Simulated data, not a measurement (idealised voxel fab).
Process module heading - voxel self aligned contacts
It is cross-section cut that appears here, measuring 195 nm in width, its square cells being 5 nm in size.
If you're reading a cross-section in this doc, picture square cells in a grid; it comes to you as bands, top ones listed first down to the bottom, and a band can be one or more rows of cells. The band entry comprises the height of the band's top followed by the height of its bottom, expressed in nm, and subsequently the band's materials from left to right, each stated together with its width in nm. Where a single material is marked with the word "all across", that material fills the band from edge to edge. The word "empty" represents empty space. Beneath 0, the wafer as received is one material, and that level is where height counting begins. The lowest band goes on downward without a bottom; it is written like "0 and below". With a width like "30->40", each row of cells in the band differs from the next by the same amount, the top row carrying the first number and the bottom row the second. Given "nothing changed" for a step, no cell of the cross-section differs between before and after that step. The entry titled "Cavities, sealed" provides the empty spaces that have no open way to the top, restricted to those of 8 cells or more. Each is presented as width x height at distance, the distance being measured from the left edge, with all three in nm. Read whatever lies past the settings on a step's line as the simulator's own remark about the step. A step line may carry the setting "overlay nm", which, for steps involving a mask, states the distance by which the mask lay to the right of its intended position; negative values denote displacement to the left.

# Steps planned for the process
1: op RECEIVE | material Si
2: op OXIDIZE | depth nm 5
3: op DIRECTIONAL_DEP | material polySi | thk nm 20
4: op DIRECTIONAL_DEP | material SiN | thk nm 20
5: op MASKED_ETCH | tone cover | mask id GATE | width nm 35 | pitch nm 65 | etch materials SiN | depth nm 20 | overlay nm 0
6: op MASKED_ETCH | tone cover | mask id GATE | width nm 35 | pitch nm 65 | etch materials polySi | depth nm 20 | overlay nm 0
7: op CONFORMAL_DEP | material SiN | thk nm 5
8: op DIRECTIONAL_ETCH | etch materials SiN | depth nm 5
9: op FILL_DEP | material SiO2 | thk nm 20
10: op CMP | height nm 50
11: op MASKED_ETCH | tone open | mask id CONTACT | width nm 50 | etch materials SiO2 | depth nm 55 | overlay nm 0
12: op CONFORMAL_DEP | material TiN | thk nm 5
13: op FILL_DEP | material W | thk nm 10
14: op CMP | height nm 50
15: op CONFORMAL_DEP | material SiCN | thk nm 5

# Cross-section of the wafer at receipt, which is the condition after step 1
* 0 and below | Si all across
* Cavities, sealed: none

# End-of-module cross-section. Starting structure and process plan as above; one mistake made in running it
* 55 down to 50 | SiCN all across
* 50 down to 45 | SiO2 40 nm / SiN 45 nm / TiN 5 nm / W 10 nm / TiN 5 nm / SiN 45 nm / SiO2 45 nm
* 45 down to 40 | SiO2 40 nm / SiN 45 nm / TiN 20 nm / SiN 45 nm / SiO2 45 nm
* 40 down to 20 | SiN all across
* 20 down to 0 | polySi all across
* 0 down to -5 | SiO2 all across
* -5 and below | Si all across
* Cavities, sealed: none
The plan and the run diverged here: plan step 4 was conducted twice
